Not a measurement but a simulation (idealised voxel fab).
Herein follows the process module entitled voxel ribs on slabs.
Square cell edge 5 nm, section width 145 nm, ID cut.
Square cells in a grid make up a cross-section in this document, and the grid is given as bands, listed from the top down, each one or more rows of cells.
Each band's line starts with the height of the band's top and of its bottom, in nm. Then come its materials from left to right, each with its width in nm. One material with "edge to edge" fills the band from edge to edge. "empty" is empty space.
Below 0: as-received wafer, all one material; heights counted from there. Lowest band: no bottom, goes on down, written "0 nm and below".
Width spec "30->40" -> top row of cells at first value, bottom row at second value, equal per-row change in between.
"no modifications" for a step: no cell of the cross-section changed in that step.
Any empty space of 8 cells or more lacking an open way to the top shows up in "Sealed void list" as width x height at distance, distance from the left edge, in nm.
Step line, after settings: the simulator's comment on this step.
The setting "overlay nm" may be written on the line of a step. When the step uses a mask, the value reports how far to the right of the planned place the mask lay, and a negative value reports that it lay to the left.

Process steps foreseen in the plan
1. op RECEIVE | material Si
2. op DIRECTIONAL_DEP | material SiO2 | thk nm 25
3. op DIRECTIONAL_DEP | material SiN | thk nm 20
4. op DIRECTIONAL_DEP | material aC | thk nm 15
5. op PATTERN | tone cover | mask id RIB | material resist | width nm 30 | thk nm 35 | overlay nm 0
6. op DIRECTIONAL_ETCH | etch materials aC | depth nm 15
7. op STRIP | etch materials resist
8. op DIRECTIONAL_ETCH | etch materials SiN | depth nm 5
9. op STRIP | etch materials aC
10. op PATTERN | tone cover | mask id SLAB | material resist | width nm 90 | thk nm 20 | overlay nm 0
11. op DIRECTIONAL_ETCH | etch materials SiN | depth nm 15
12. op STRIP | etch materials resist
13. op FILL_DEP | material SiO2 | thk nm 15
14. op CMP | height nm 55
15. op DIRECTIONAL_DEP | material TiN | thk nm 5
16. op MASKED_ETCH | tone cover | mask id HEATER | width nm 40 | etch materials TiN | depth nm 5 | overlay nm 0
17. op CONFORMAL_DEP | material SiO2 | thk nm 10

Cross-section of the wafer upon arrival, representing the state reached after step 1
> 0 nm and below = Si edge to edge
> Sealed void list: none

Wafer at module end, in section. Began as above, planned as above, run with one mistake
> 70 nm to 65 nm = empty=35 / SiO2=70 / empty=40
> 65 nm to 60 nm = SiO2 edge to edge
> 60 nm to 55 nm = SiO2=45 / TiN=50 / SiO2=50
> 55 nm to 45 nm = SiO2 edge to edge
> 45 nm to 40 nm = SiO2=55 / SiN=30 / SiO2=60
> 40 nm to 25 nm = SiO2=25 / SiN=90 / SiO2=30
> 25 nm to 0 nm = SiO2 edge to edge
> 0 nm and below = Si edge to edge
> Sealed void list: none
what went wrong: step 16 was not run as planned; what actually ran was op MASKED_ETCH | tone cover | mask id HEATER | width nm 50 | etch materials TiN | depth nm 5 | overlay nm 0
